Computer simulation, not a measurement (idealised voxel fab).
The name of this process module is voxel spacer lines.
The cross-section shown here is cut; it is 160 nm wide and divided into square cells measuring 5 nm on a side.
For the purposes of this document, a cross-section shall be understood as a grid of square cells, specified as bands listed in top-to-bottom order, each band consisting of one or more rows of cells. In this notation a band is specified by the heights of its top and bottom, in that order and in nm, after which its materials appear from left to right, each paired with its width in nm. The word "all across" attached to a single material means that material fills the band from edge to edge; the word "empty" stands for empty space. Convention: height 0 is the level below which the wafer, as received, is all one material. The lowest band does not terminate at the bottom but continues downward, represented as "0 -> down". You'd read "30 to 40" like this: the band's top row of cells is as wide as the first number, its bottom row is as wide as the second, and going down, every row changes width by the same amount as the row before did. The cross-section has no changed cell in any step marked "no modification". If an empty space has no open way to the top and is at least 8 cells in size, "Closed void list" lists it, written width x height at distance, where distance is measured from the left edge and every value is in nm. Note: text after step settings on the step line = simulator remark on that step. "overlay nm", when on a step's line for a step with a mask, measures how far to the right of its planned place the mask lay; a negative measure means to the left.

### Below is the list of planned process steps
step 1: RECEIVE,material Si
step 2: CONFORMAL_DEP,material Al2O3,thk nm 5
step 3: DIRECTIONAL_DEP,material polySi,thk nm 20
step 4: DIRECTIONAL_DEP,material aC,thk nm 20
step 5: PATTERN,tone cover,mask id MANDREL,material resist,width nm 25,pitch nm 80,thk nm 30,overlay nm 0
step 6: DIRECTIONAL_ETCH,etch materials aC,depth nm 20
step 7: STRIP,etch materials resist
step 8: CONFORMAL_DEP,material SiN,thk nm 15
step 9: DIRECTIONAL_ETCH,etch materials SiN,depth nm 15
step 10: STRIP,etch materials aC
step 11: DIRECTIONAL_ETCH,etch materials polySi,depth nm 20
step 12: STRIP,etch materials SiN

### As-received wafer cross-section (after step 1)
* 0 -> down | Si all across
* Closed void list: none

### Cross-section, end of module. Start: as above. Plan: as above. Execution: one mistake
* 25 -> 5 | 15 nm empty, 15 nm polySi, 25 nm empty, 15 nm polySi, 25 nm empty, 15 nm polySi, 25 nm empty, 15 nm polySi, 10 nm empty
* 5 -> 0 | Al2O3 all across
* 0 -> down | Si all across
* Closed void list: none
Deviation noted in wafer processing: step 5 was run on a setting that differed from the plan, and what really ran there is PATTERN,tone cover,mask id MANDREL,material resist,width nm 25,pitch nm 80,thk nm 30,overlay nm 5
